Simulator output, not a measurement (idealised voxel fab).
Process module heading - voxel trench capacitor
Cross-sectional view cut (width: 280 nm; square cell size: 5 nm).
Cross-section spec: square-cell grid; bands listed top down; each band is one or more rows. For a band, the entry starts with two heights in nm, that of the top and then that of the bottom, and carries on with the band's materials in order from left to right, each alongside its width in nm; the word "throughout" beside a single material means it fills the band edge to edge, and "empty" means empty space. Below 0: as-received wafer, all one material; heights counted from there. Lowest band: no bottom, goes on down, written "0..down". The expression "30 to 40" gives the width at the extremes of the band, the first number at its top row of cells and the second at its bottom row, with the width changing by equal amounts from each row to the next in between. What does "nothing was modified" mean for a step? It means no cell of the cross-section changed in that step. In the "Entrapped voids" entry, you get each enclosed empty space of 8 cells or more, one with no open way to the top, written width x height at distance, distance from the left edge, in nm. On each step's line, the part that comes after the settings is the simulator's own comment on the step. overlay nm: step with mask; distance mask lay right of planned place; negative value = left of planned place.

-- Steps planned for the process
step 1: RECEIVE | material Si
step 2: CONFORMAL_DEP | material SiN | thk nm 5
step 3: PATTERN | tone open | mask id TRENCH | material resist | width nm 25 | pitch nm 55 | thk nm 15 | overlay nm 0
step 4: DIRECTIONAL_ETCH | etch materials SiN | depth nm 5
step 5: DIRECTIONAL_ETCH | etch materials Si | depth nm 25
step 6: STRIP | etch materials resist
step 7: CONFORMAL_DEP | material Al2O3 | thk nm 5
step 8: FILL_DEP | material polySi | thk nm 5
step 9: CMP | height nm 5

-- Cross-section of the wafer as it came to us, i.e., already through step 1
* 0..down: Si throughout
* Entrapped voids: none

-- Cross-sectional result after module completion. Note: starting condition and plan are unchanged from above; one processing mistake was made
* -5..-20: Si=100 | Al2O3=5 | polySi=15 | Al2O3=5 | Si=30 | Al2O3=5 | polySi=15 | Al2O3=5 | Si=100
* -20..-25: Si=100 | Al2O3=25 | Si=30 | Al2O3=25 | Si=100
* -25..down: Si throughout
* Entrapped voids: none
Where did the run depart from the plan? step 9 ran differently from the plan; actual operation with settings: CMP | height nm -5
